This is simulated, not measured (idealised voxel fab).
This is a process module. Its name is voxel quadruple lines.
290 nm wide, 5 nm square cells: that's cross-section cut.
The cross-sections in this document take the form of a grid made of square cells. They are written out as bands, in order from top to bottom. Each band consists of one or more rows of cells. Heights first: top, then bottom, in nm. Then materials, left to right, each with a width in nm. "everywhere" on a single material: fills the band edge to edge. "air": empty space. For the purposes of this specification, 0 denotes the height below which the wafer in its as-received condition is composed wholly of one material, and the lowermost band, lacking a lower limit, extends downward without end, as expressed in "0 and below". You'd read "30..40" like this: the band's top row of cells is as wide as the first number, its bottom row is as wide as the second, and going down, every row changes width by the same amount as the row before did. No cell of the cross-section changed in a step that is given as "nothing different". "Entrapped voids" enumerates empty spaces isolated from the top, with no open way to it, that contain at least 8 cells, giving each as width x height at distance from the left edge, all three in nm. Text after the settings on a step's line: the simulator's own remark on that step. "overlay nm", when on a step's line for a step with a mask, measures how far to the right of its planned place the mask lay; a negative measure means to the left.

List of planned process steps:
1) op RECEIVE | material Si
2) op CONFORMAL_DEP | material Al2O3 | thk nm 10
3) op DIRECTIONAL_DEP | material Ru | thk nm 15
4) op DIRECTIONAL_DEP | material polySi | thk nm 20
5) op DIRECTIONAL_DEP | material aC | thk nm 20
6) op PATTERN | tone cover | mask id MANDREL | material resist | width nm 25 | thk nm 30 | overlay nm 0
7) op DIRECTIONAL_ETCH | etch materials aC | depth nm 20
8) op STRIP | etch materials resist
9) op CONFORMAL_DEP | material SiO2 | thk nm 15
10) op DIRECTIONAL_ETCH | etch materials SiO2 | depth nm 15
11) op STRIP | etch materials aC
12) op DIRECTIONAL_ETCH | etch materials polySi | depth nm 20
13) op STRIP | etch materials SiO2
14) op CONFORMAL_DEP | material SiN | thk nm 5
15) op DIRECTIONAL_ETCH | etch materials SiN | depth nm 5
16) op STRIP | etch materials polySi
17) op DIRECTIONAL_ETCH | etch materials Ru | depth nm 15
18) op STRIP | etch materials SiN
19) op FILL_DEP | material lowk | thk nm 5
20) op CMP | height nm 25

The first of the two wafers, which ran as planned:

This is the cross-section of the wafer as we received it, i.e. after step 1:
- 0 and below = Si everywhere
- Entrapped voids: none

How the wafer stands in section after step 2:
- 10 down to 0 = Al2O3 everywhere
- Anything lower than 0 is untouched.

How the wafer stands in section after step 3:
- 25 down to 10 = Ru everywhere
- Anything lower than 10 is untouched.

How the wafer stands in section after step 4:
- 45 down to 25 = polySi everywhere
- Anything lower than 25 is untouched.

How the wafer stands in section after step 5:
- 65 down to 45 = aC everywhere
- Anything lower than 45 is untouched.

How the wafer stands in section after step 6:
- 95 down to 65 = air 130, resist 25, air 135
- Anything lower than 65 is untouched.

How the wafer stands in section after step 7:
- 75 down to 65 = air 130, resist 25, air 135
- 65 down to 45 = air 130, aC 25, air 135
- Anything lower than 45 is untouched.

How the wafer stands in section after step 8:
- 65 down to 45 = air 130, aC 25, air 135
- Anything lower than 45 is untouched.

How the wafer stands in section after step 9:
- 80 down to 65 = air 115, SiO2 55, air 120
- 65 down to 60 = air 115, SiO2 15, aC 25, SiO2 15, air 120
- 60 down to 45 = SiO2 130, aC 25, SiO2 135
- Anything lower than 45 is untouched.

How the wafer stands in section after step 10:
- 65 down to 45 = air 115, SiO2 15, aC 25, SiO2 15, air 120
- Anything lower than 45 is untouched.

How the wafer stands in section after step 11:
- 65 down to 45 = air 115, SiO2 15, air 25, SiO2 15, air 120
- Anything lower than 45 is untouched.

How the wafer stands in section after step 12:
- 65 down to 45 = air 115, SiO2 15, air 25, SiO2 15, air 120
- 45 down to 25 = air 115, polySi 15, air 25, polySi 15, air 120
- Anything lower than 25 is untouched.

How the wafer stands in section after step 13:
- 45 down to 25 = air 115, polySi 15, air 25, polySi 15, air 120
- Anything lower than 25 is untouched.

How the wafer stands in section after step 14:
- 50 down to 45 = air 110, SiN 25, air 15, SiN 25, air 115
- 45 down to 30 = air 110, SiN 5, polySi 15, SiN 5, air 15, SiN 5, polySi 15, SiN 5, air 115
- 30 down to 25 = SiN 115, polySi 15, SiN 25, polySi 15, SiN 120
- Anything lower than 25 is untouched.

How the wafer stands in section after step 15:
- 45 down to 25 = air 110, SiN 5, polySi 15, SiN 5, air 15, SiN 5, polySi 15, SiN 5, air 115
- Anything lower than 25 is untouched.

How the wafer stands in section after step 16:
- 45 down to 25 = air 110, SiN 5, air 15, SiN 5, air 15, SiN 5, air 15, SiN 5, air 115
- Anything lower than 25 is untouched.

How the wafer stands in section after step 17:
- 45 down to 25 = air 110, SiN 5, air 15, SiN 5, air 15, SiN 5, air 15, SiN 5, air 115
- 25 down to 10 = air 110, Ru 5, air 15, Ru 5, air 15, Ru 5, air 15, Ru 5, air 115
- Anything lower than 10 is untouched.

How the wafer stands in section after step 18:
- 25 down to 10 = air 110, Ru 5, air 15, Ru 5, air 15, Ru 5, air 15, Ru 5, air 115
- Anything lower than 10 is untouched.

How the wafer stands in section after step 19:
- 30 down to 25 = lowk everywhere
- 25 down to 10 = lowk 110, Ru 5, lowk 15, Ru 5, lowk 15, Ru 5, lowk 15, Ru 5, lowk 115
- Anything lower than 10 is untouched.

How the wafer stands in section after step 20:
- 25 down to 10 = lowk 110, Ru 5, lowk 15, Ru 5, lowk 15, Ru 5, lowk 15, Ru 5, lowk 115
- Anything lower than 10 is untouched.

The second wafer began exactly as the first did and followed the same plan, but one mistake was made while running it; through step 5 inclusive, the two wafers are identical:

Cross-sectional representation of the second wafer at the time designated in the plan for the completion of step 6:
- 95 down to 65 = air 140, resist 25, air 125
- Anything lower than 65 is untouched.

Cross-sectional representation of the second wafer at the time designated in the plan for the completion of step 7:
- 75 down to 65 = air 140, resist 25, air 125
- 65 down to 45 = air 140, aC 25, air 125
- Anything lower than 45 is untouched.

Cross-sectional representation of the second wafer at the time designated in the plan for the completion of step 8:
- 65 down to 45 = air 140, aC 25, air 125
- Anything lower than 45 is untouched.

Cross-sectional representation of the second wafer at the time designated in the plan for the completion of step 9:
- 80 down to 65 = air 125, SiO2 55, air 110
- 65 down to 60 = air 125, SiO2 15, aC 25, SiO2 15, air 110
- 60 down to 45 = SiO2 140, aC 25, SiO2 125
- Anything lower than 45 is untouched.

Cross-sectional representation of the second wafer at the time designated in the plan for the completion of step 10:
- 65 down to 45 = air 125, SiO2 15, aC 25, SiO2 15, air 110
- Anything lower than 45 is untouched.

Cross-sectional representation of the second wafer at the time designated in the plan for the completion of step 11:
- 65 down to 45 = air 125, SiO2 15, air 25, SiO2 15, air 110
- Anything lower than 45 is untouched.

Cross-sectional representation of the second wafer at the time designated in the plan for the completion of step 12:
- 65 down to 45 = air 125, SiO2 15, air 25, SiO2 15, air 110
- 45 down to 25 = air 125, polySi 15, air 25, polySi 15, air 110
- Anything lower than 25 is untouched.

Cross-sectional representation of the second wafer at the time designated in the plan for the completion of step 13:
- 45 down to 25 = air 125, polySi 15, air 25, polySi 15, air 110
- Anything lower than 25 is untouched.

Cross-sectional representation of the second wafer at the time designated in the plan for the completion of step 14:
- 50 down to 45 = air 120, SiN 25, air 15, SiN 25, air 105
- 45 down to 30 = air 120, SiN 5, polySi 15, SiN 5, air 15, SiN 5, polySi 15, SiN 5, air 105
- 30 down to 25 = SiN 125, polySi 15, SiN 25, polySi 15, SiN 110
- Anything lower than 25 is untouched.

Cross-sectional representation of the second wafer at the time designated in the plan for the completion of step 15:
- 45 down to 25 = air 120, SiN 5, polySi 15, SiN 5, air 15, SiN 5, polySi 15, SiN 5, air 105
- Anything lower than 25 is untouched.

Cross-sectional representation of the second wafer at the time designated in the plan for the completion of step 16:
- 45 down to 25 = air 120, SiN 5, air 15, SiN 5, air 15, SiN 5, air 15, SiN 5, air 105
- Anything lower than 25 is untouched.

Cross-sectional representation of the second wafer at the time designated in the plan for the completion of step 17:
- 45 down to 25 = air 120, SiN 5, air 15, SiN 5, air 15, SiN 5, air 15, SiN 5, air 105
- 25 down to 10 = air 120, Ru 5, air 15, Ru 5, air 15, Ru 5, air 15, Ru 5, air 105
- Anything lower than 10 is untouched.

Cross-sectional representation of the second wafer at the time designated in the plan for the completion of step 18:
- 25 down to 10 = air 120, Ru 5, air 15, Ru 5, air 15, Ru 5, air 15, Ru 5, air 105
- Anything lower than 10 is untouched.

Cross-sectional representation of the second wafer at the time designated in the plan for the completion of step 19:
- 30 down to 25 = lowk everywhere
- 25 down to 10 = lowk 120, Ru 5, lowk 15, Ru 5, lowk 15, Ru 5, lowk 15, Ru 5, lowk 105
- Anything lower than 10 is untouched.

Cross-sectional representation of the second wafer at the time designated in the plan for the completion of step 20:
- 25 down to 10 = lowk 120, Ru 5, lowk 15, Ru 5, lowk 15, Ru 5, lowk 15, Ru 5, lowk 105
- Anything lower than 10 is untouched.
What was done differently from what was planned? step 6 was not run as planned; what actually ran was op PATTERN | tone cover | mask id MANDREL | material resist | width nm 25 | thk nm 30 | overlay nm 10
Final state: per-material cell counts identical on both wafers; locations differ.
